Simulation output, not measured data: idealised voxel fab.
process module | voxel transistor to metal
cross-section cut | 185 nm wide | cells 5 nm
A cross-section is a grid of square cells, given in bands from the top down. A band is one or more rows of cells.
Each band's line starts with the height of the band's top and of its bottom, in nm. Then come its materials from left to right, each with its width in nm. One material with "throughout" fills the band from edge to edge. "air" is empty space.
Height 0 is the level under which the wafer as received is all one material. The lowest band goes on downwards, as in "0 down".
A width such as "30 to 40" changes by the same amount from each row of cells to the next, from the band's top row to its bottom row.
"no change" after a step means that no cell of the cross-section changed.
closed voids: empty space of 8 cells or more with no open way to the top, each as width x height at its distance from the left edge, in nm
after a step's settings: what the simulator itself notes on the step
overlay nm, on a step with a mask: how far to the right of its planned place the mask lay; to the left if negative
plan
1 op RECEIVE | material Si
2 op OXIDIZE | depth nm 5
3 op CONFORMAL_DEP | material SiN | thk nm 10
4 op DIRECTIONAL_DEP | material aC | thk nm 10
5 op PATTERN | tone cover | mask id ACTIVE | material resist | width nm 120 | thk nm 25 | overlay nm 0
6 op DIRECTIONAL_ETCH | etch materials aC | depth nm 10
7 op STRIP | etch materials resist
8 op DIRECTIONAL_ETCH | etch materials SiN | depth nm 10
9 op DIRECTIONAL_ETCH | etch materials SiO2 | depth nm 5
10 op DIRECTIONAL_ETCH | etch materials Si | depth nm 20
11 op STRIP | etch materials aC
12 op OXIDIZE | depth nm 5
13 op FILL_DEP | material SiO2 | thk nm 5
14 op CMP | height nm 10
15 op SELECTIVE_ETCH | etch materials SiO2 | depth nm 5
16 op STRIP | etch materials SiN
17 op SELECTIVE_ETCH | etch materials SiO2 | depth nm 5
18 op OXIDIZE | depth nm 5
19 op DIRECTIONAL_DEP | material polySi | thk nm 25
20 op DIRECTIONAL_DEP | material SiCN | thk nm 10
21 op PATTERN | tone cover | mask id GATE | material resist | width nm 30 | thk nm 15 | overlay nm 0
22 op DIRECTIONAL_ETCH | etch materials SiCN | depth nm 20
23 op DIRECTIONAL_ETCH | etch materials polySi | depth nm 35
24 op STRIP | etch materials resist
25 op CONFORMAL_DEP | material SiO2 | thk nm 5
26 op DIRECTIONAL_ETCH | etch materials SiO2 | depth nm 5
27 op CONFORMAL_DEP | material SiN | thk nm 5
28 op DIRECTIONAL_ETCH | etch materials SiN | depth nm 5
29 op DIRECTIONAL_ETCH | etch materials SiO2 | depth nm 5
30 op DIRECTIONAL_ETCH | etch materials Si | depth nm 5
31 op EPI | material SiGe | thk nm 5
32 op FILL_DEP | material SiO2 | thk nm 5
33 op CMP | height nm 20
34 op STRIP | etch materials polySi
35 op SELECTIVE_ETCH | etch materials SiO2 | depth nm 5
36 op CONFORMAL_DEP | material HfO2 | thk nm 5
37 op CONFORMAL_DEP | material TiN | thk nm 5
38 op FILL_DEP | material W | thk nm 5
39 op CMP | height nm 15
40 op DIRECTIONAL_DEP | material SiO2 | thk nm 15
41 op PATTERN | tone open | mask id CONTACT | material resist | width nm 15 | pitch nm 85 | thk nm 15 | overlay nm 0
42 op DIRECTIONAL_ETCH | etch materials SiO2 | depth nm 40
43 op STRIP | etch materials resist
44 op CONFORMAL_DEP | material TiN | thk nm 5
45 op FILL_DEP | material Ru | thk nm 10
46 op CMP | height nm 30
47 op CONFORMAL_DEP | material SiN | thk nm 5
48 op DIRECTIONAL_DEP | material SiO2 | thk nm 25
49 op PATTERN | tone open | mask id METAL_1 | material resist | width nm 15 | pitch nm 85 | thk nm 20 | overlay nm 0
50 op DIRECTIONAL_ETCH | etch materials SiO2 | depth nm 25
51 op DIRECTIONAL_ETCH | etch materials SiN | depth nm 5
52 op STRIP | etch materials resist
53 op CONFORMAL_DEP | material TiN | thk nm 5
54 op FILL_DEP | material Cu | thk nm 10
55 op CMP | height nm 60
56 op CONFORMAL_DEP | material SiCN | thk nm 5
as received, after step 1
  0 down: Si throughout
  closed voids: none
first wafer at the end, as planned
  65 to 60: SiCN throughout
  60 to 35: SiO2 40 | TiN 5 | Cu 5 | TiN 5 | SiO2 70 | TiN 5 | Cu 5 | TiN 5 | SiO2 45
  35 to 30: SiN 40 | TiN 15 | SiN 70 | TiN 15 | SiN 45
  30 to 15: SiO2 40 | TiN 5 | Ru 5 | TiN 5 | SiO2 70 | TiN 5 | Ru 5 | TiN 5 | SiO2 45
  15 to 0: SiO2 40 | TiN 5 | Ru 5 | TiN 5 | SiO2 10 | SiN 5 | HfO2 5 | TiN 5 | W 20 | TiN 5 | HfO2 5 | SiN 5 | SiO2 10 | TiN 5 | Ru 5 | TiN 5 | SiO2 45
  0 to -5: SiO2 30 | SiN 5 | SiO2 5 | TiN 5 | Ru 5 | TiN 5 | SiO2 10 | SiN 5 | HfO2 5 | TiN 30 | HfO2 5 | SiN 5 | SiO2 10 | TiN 5 | Ru 5 | TiN 5 | SiO2 5 | SiN 5 | SiO2 35
  -5 to -10: SiO2 40 | TiN 15 | SiO2 5 | SiGe 5 | SiO2 5 | HfO2 40 | SiO2 5 | SiGe 5 | SiO2 5 | TiN 15 | SiO2 45
  -10 to -15: SiO2 35 | SiGe 30 | Si 50 | SiGe 30 | SiO2 40
  -15 to -30: SiO2 35 | Si 110 | SiO2 40
  -30 down: Si throughout
  closed voids: none
second wafer at the end: like start, like plan, one mistake
  65 to 60: SiCN throughout
  60 to 35: SiO2 40 | TiN 5 | Cu 5 | TiN 5 | SiO2 70 | TiN 5 | Cu 5 | TiN 5 | SiO2 45
  35 to 30: SiN 40 | TiN 15 | SiN 70 | TiN 15 | SiN 45
  30 to 15: SiO2 40 | TiN 5 | Ru 5 | TiN 5 | SiO2 70 | TiN 5 | Ru 5 | TiN 5 | SiO2 45
  15 to 0: SiO2 40 | TiN 5 | Ru 5 | TiN 5 | SiO2 10 | SiN 5 | HfO2 5 | TiN 5 | W 20 | TiN 5 | HfO2 5 | SiN 5 | SiO2 10 | TiN 5 | Ru 5 | TiN 5 | SiO2 45
  0 to -5: SiO2 30 | SiN 5 | SiO2 5 | TiN 5 | Ru 5 | TiN 5 | SiO2 10 | SiN 5 | HfO2 5 | TiN 30 | HfO2 5 | SiN 5 | SiO2 10 | TiN 5 | Ru 5 | TiN 5 | SiO2 5 | SiN 5 | SiO2 35
  -5 to -10: SiO2 40 | TiN 15 | SiO2 5 | SiGe 5 | SiO2 5 | HfO2 40 | SiO2 5 | SiGe 5 | SiO2 5 | TiN 15 | SiO2 45
  -10 to -15: SiO2 35 | SiGe 30 | Si 50 | SiGe 30 | SiO2 40
  -15 to -50: SiO2 35 | Si 110 | SiO2 40
  -50 down: Si throughout
  closed voids: none
what went wrong: step 10 was run twice
at the end the second wafer has, in cells: 60 fewer of Si | 60 more of SiO2
